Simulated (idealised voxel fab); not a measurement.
Process module under the name voxel capacitor over wiring
Cross-section cut: width 195 nm, square cells of 5 nm.
In this document a cross-section is written as a grid of square cells. It is given as a series of bands, listed from the top down, and a band is one or more rows of cells.
Per band: top height and bottom height in nm, followed by the left-to-right materials and their widths in nm; "full width" marks a single material spanning edge to edge, "blank" marks empty space.
For the purposes of this specification, 0 denotes the height below which the wafer in its as-received condition is composed wholly of one material, and the lowermost band, lacking a lower limit, extends downward without end, as expressed in "0 down".
Per-row width for "30->40": begins at first number (top row of band), ends at second number (bottom row), increment between rows held constant.
A step reported as "no change" is a step in which no cell of the cross-section changed.
Closed empty spaces (no open way to the top) of 8 cells or more are what "Closed empty spaces" lists, each as width x height at distance from the left edge, nm for all three.
On each step's line, the part that comes after the settings is the simulator's own comment on the step.
overlay nm: right-of-plan distance of the mask on a masked step; negative values mean left-of-plan.
[Process steps - plan]
1: RECEIVE: material Si
2: CONFORMAL_DEP: material SiO2, thk nm 15
3: DIRECTIONAL_DEP: material TiN, thk nm 5
4: DIRECTIONAL_DEP: material W, thk nm 15
5: DIRECTIONAL_DEP: material aC, thk nm 15
6: PATTERN: tone cover, mask id METAL_1, material resist, width nm 20, pitch nm 75, thk nm 35, overlay nm 0
7: DIRECTIONAL_ETCH: etch materials aC, depth nm 15
8: STRIP: etch materials resist
9: DIRECTIONAL_ETCH: etch materials W, depth nm 15
10: DIRECTIONAL_ETCH: etch materials TiN, depth nm 5
11: STRIP: etch materials aC
12: CONFORMAL_DEP: material SiCN, thk nm 5
13: FILL_DEP: material lowk, thk nm 5
14: CMP: height nm 35
15: CONFORMAL_DEP: material SiCN, thk nm 5
16: DIRECTIONAL_DEP: material lowk, thk nm 10
17: DIRECTIONAL_DEP: material aC, thk nm 15
18: PATTERN: tone open, mask id PLUG_1, material resist, width nm 15, thk nm 35, overlay nm 0
19: DIRECTIONAL_ETCH: etch materials aC, depth nm 15
20: STRIP: etch materials resist
21: DIRECTIONAL_ETCH: etch materials lowk, depth nm 10
22: DIRECTIONAL_ETCH: etch materials SiCN, depth nm 5
23: STRIP: etch materials aC
24: EPI: material Ru, thk nm 10
25: EPI: material Ru, thk nm 5
26: DIRECTIONAL_DEP: material TiN, thk nm 5
27: DIRECTIONAL_DEP: material Al2O3, thk nm 5
28: DIRECTIONAL_DEP: material TiN, thk nm 10
29: MASKED_ETCH: tone cover, mask id UPPER_PLATE, width nm 60, etch materials TiN, depth nm 10, overlay nm 0
30: MASKED_ETCH: tone cover, mask id UPPER_PLATE, width nm 60, etch materials Al2O3, depth nm 5, overlay nm 0
31: DIRECTIONAL_DEP: material aC, thk nm 15
32: PATTERN: tone cover, mask id LOWER_PLATE, material resist, width nm 70, thk nm 30, overlay nm 0
33: DIRECTIONAL_ETCH: etch materials aC, depth nm 15
34: STRIP: etch materials resist
35: DIRECTIONAL_ETCH: etch materials TiN, depth nm 5
36: STRIP: etch materials aC
37: FILL_DEP: material SiO2, thk nm 20
38: CMP: height nm 85
39: MASKED_ETCH: tone open, mask id PLUG_2, width nm 15, etch materials SiO2, depth nm 15, overlay nm 0
40: CONFORMAL_DEP: material TiN, thk nm 5
41: FILL_DEP: material Cu, thk nm 5
42: CMP: height nm 85
43: CONFORMAL_DEP: material SiCN, thk nm 5
Variable across wafers: step 39 width nm (plan value is that of the first wafer; starting state common to all).
[Cross-section of the first of several wafers as received (after step 1)]
- 0 down: Si full width
- Closed empty spaces: none
[Below is a per-wafer table. In it, each row describes the wafer at the end of the module by giving, for each material, the number of cells gained (+) or lost (-) since the wafer was received, and after that the closed voids of the wafer]
width nm 15, +12 Al2O3, +2 Cu, +9 Ru, +118 SiCN, +331 SiO2, +53 TiN, +24 W, +153 lowk, Closed empty spaces: none
width nm 20, +12 Al2O3, +4 Cu, +9 Ru, +118 SiCN, +328 SiO2, +54 TiN, +24 W, +153 lowk, Closed empty spaces: none
width nm 25, +12 Al2O3, +6 Cu, +9 Ru, +118 SiCN, +325 SiO2, +55 TiN, +24 W, +153 lowk, Closed empty spaces: none
width nm 30, +12 Al2O3, +8 Cu, +9 Ru, +118 SiCN, +322 SiO2, +56 TiN, +24 W, +153 lowk, Closed empty spaces: none
